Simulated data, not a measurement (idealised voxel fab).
Title: Process Module voxel air gaps
Each square cell in cross-section cut measures 5 nm, and the section as a whole is 190 nm wide.
The cross-sections in this document take the form of a grid made of square cells. They are written out as bands, in order from top to bottom. Each band consists of one or more rows of cells. Basically the band line says how high the top is and how high the bottom is, in nm, and then what's in it from left to right, every material with its width in nm. Empty space shows up as "blank", and if a single material carries "edge to edge" it runs the full band edge to edge. Beneath 0, the wafer as received is one material, and that level is where height counting begins. The lowest band goes on downward without a bottom; it is written like "top 0, no bottom". You'd read "30->40" like this: the band's top row of cells is as wide as the first number, its bottom row is as wide as the second, and going down, every row changes width by the same amount as the row before did. "same as before" (step): cross-section cells unchanged, all of them. If an empty space has no open way to the top and is at least 8 cells in size, "Unvented cavities" lists it, written width x height at distance, where distance is measured from the left edge and every value is in nm. Formally, on a step line, whatever follows the settings is a remark that the simulator itself makes on the step. overlay nm: step with mask; distance mask lay right of planned place; negative value = left of planned place.

Steps in the process plan
| 1 | RECEIVE, material Si |
| 2 | CONFORMAL_DEP, material SiO2, thk nm 15 |
| 3 | CONFORMAL_DEP, material SiCN, thk nm 5 |
| 4 | DIRECTIONAL_DEP, material lowk, thk nm 35 |
| 5 | DIRECTIONAL_DEP, material aC, thk nm 15 |
| 6 | PATTERN, tone open, mask id LINES, material resist, width nm 15, pitch nm 45, thk nm 30, overlay nm 0 |
| 7 | DIRECTIONAL_ETCH, etch materials aC, depth nm 15 |
| 8 | STRIP, etch materials resist |
| 9 | DIRECTIONAL_ETCH, etch materials lowk, depth nm 35 |
| 10 | STRIP, etch materials aC |
| 11 | CONFORMAL_DEP, material TiN, thk nm 5 |
| 12 | FILL_DEP, material Cu, thk nm 10 |
| 13 | CMP, height nm 55 |
| 14 | EPI, material Ru, thk nm 10 |
| 15 | SELECTIVE_ETCH, etch materials lowk, depth nm 45 |
| 16 | CONFORMAL_DEP, material SiCN, thk nm 5 |

Delivered wafer in cross-section: state after step 1
  top 0, no bottom = Si edge to edge
  Unvented cavities: none

Post-module cross-section: identical start and plan to those above, one misstep in execution
  top 80, bottom 75 = 15 of blank; 155 of SiCN; 20 of blank
  top 75, bottom 55 = 15 of blank; 5 of SiCN; 145 of Ru; 5 of SiCN; 20 of blank
  top 55, bottom 50 = 15 of blank; 25 of SiCN; 5 of TiN; 5 of Cu; 5 of TiN; 30 of lowk; 5 of TiN; 5 of Cu; 5 of TiN; 30 of lowk; 5 of TiN; 5 of Cu; 5 of TiN; 25 of SiCN; 20 of blank
  top 50, bottom 25 = 35 of blank; 5 of SiCN; 5 of TiN; 5 of Cu; 5 of TiN; 30 of lowk; 5 of TiN; 5 of Cu; 5 of TiN; 30 of lowk; 5 of TiN; 5 of Cu; 5 of TiN; 5 of SiCN; 40 of blank
  top 25, bottom 20 = 40 of SiCN; 15 of TiN; 30 of lowk; 15 of TiN; 30 of lowk; 15 of TiN; 45 of SiCN
  top 20, bottom 15 = SiCN edge to edge
  top 15, bottom 0 = SiO2 edge to edge
  top 0, no bottom = Si edge to edge
  Unvented cavities: none
Short version of what went wrong: twice, step 14 of the plan was run
